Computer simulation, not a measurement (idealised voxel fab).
Process module heading - voxel trench capacitor
Section shown: cut. Width: 290 nm. Cell size: 5 nm, square.
This document writes a cross-section as a grid whose cells are square, and gives it as bands, listed from the top down; one or more rows of cells form a band.
It is stipulated that each band's entry specify, in nanometres, the height of the top of the band and then that of its bottom, followed by the materials of the band in left-to-right sequence, each together with its width in nanometres. A single material marked by the word "all across" is understood to fill the band from edge to edge; the word "air" is understood to denote empty space.
The reference from which all heights are counted is 0, the level beneath which the as-received wafer is entirely one material; the lowest band, having no lower bound, proceeds downward and is written after the example "0 down".
The two numbers in a width such as "30 to 40" mark its ends across the band: the first belongs to the top row of cells, the second to the bottom row, and from each row to the next the width moves by the same amount.
Reading "left unchanged" for a step: not a cell of the cross-section changed in it.
Unvented internal voids: empty space of 8 cells or more with no open way to the top, each as width x height at its distance from the left edge, in nm
Where a step's line continues beyond its settings, the continuation is a remark by the simulator itself on that step.
A step line may carry the setting "overlay nm", which, for steps involving a mask, states the distance by which the mask lay to the right of its intended position; negative values denote displacement to the left.
### These are the steps we planned for the process
1: RECEIVE (material Si)
2: CONFORMAL_DEP (material SiN; thk nm 10)
3: PATTERN (tone open; mask id TRENCH; material resist; width nm 15; pitch nm 35; thk nm 15; overlay nm 0)
4: DIRECTIONAL_ETCH (etch materials SiN; depth nm 10)
5: DIRECTIONAL_ETCH (etch materials Si; depth nm 25)
6: STRIP (etch materials resist)
7: CONFORMAL_DEP (material Al2O3; thk nm 5)
8: FILL_DEP (material polySi; thk nm 10)
9: CMP (height nm 10)
### Delivered wafer in cross-section: state after step 1
0 down: Si all across
Unvented internal voids: none
### Final wafer profile in cross-section after the module, from the same start and plan as above, with one mistake made during processing
10 to 0: 95 SiN  5 Al2O3  5 polySi  5 Al2O3  20 SiN  5 Al2O3  5 polySi  5 Al2O3  20 SiN  5 Al2O3  5 polySi  5 Al2O3  110 SiN
0 to -20: 95 Si  5 Al2O3  5 polySi  5 Al2O3  20 Si  5 Al2O3  5 polySi  5 Al2O3  20 Si  5 Al2O3  5 polySi  5 Al2O3  110 Si
-20 to -25: 95 Si  15 Al2O3  20 Si  15 Al2O3  20 Si  15 Al2O3  110 Si
-25 down: Si all across
Unvented internal voids: none
Error vs. plan: step 3 off recipe, ran as PATTERN (tone open; mask id TRENCH; material resist; width nm 15; pitch nm 35; thk nm 15; overlay nm -5)
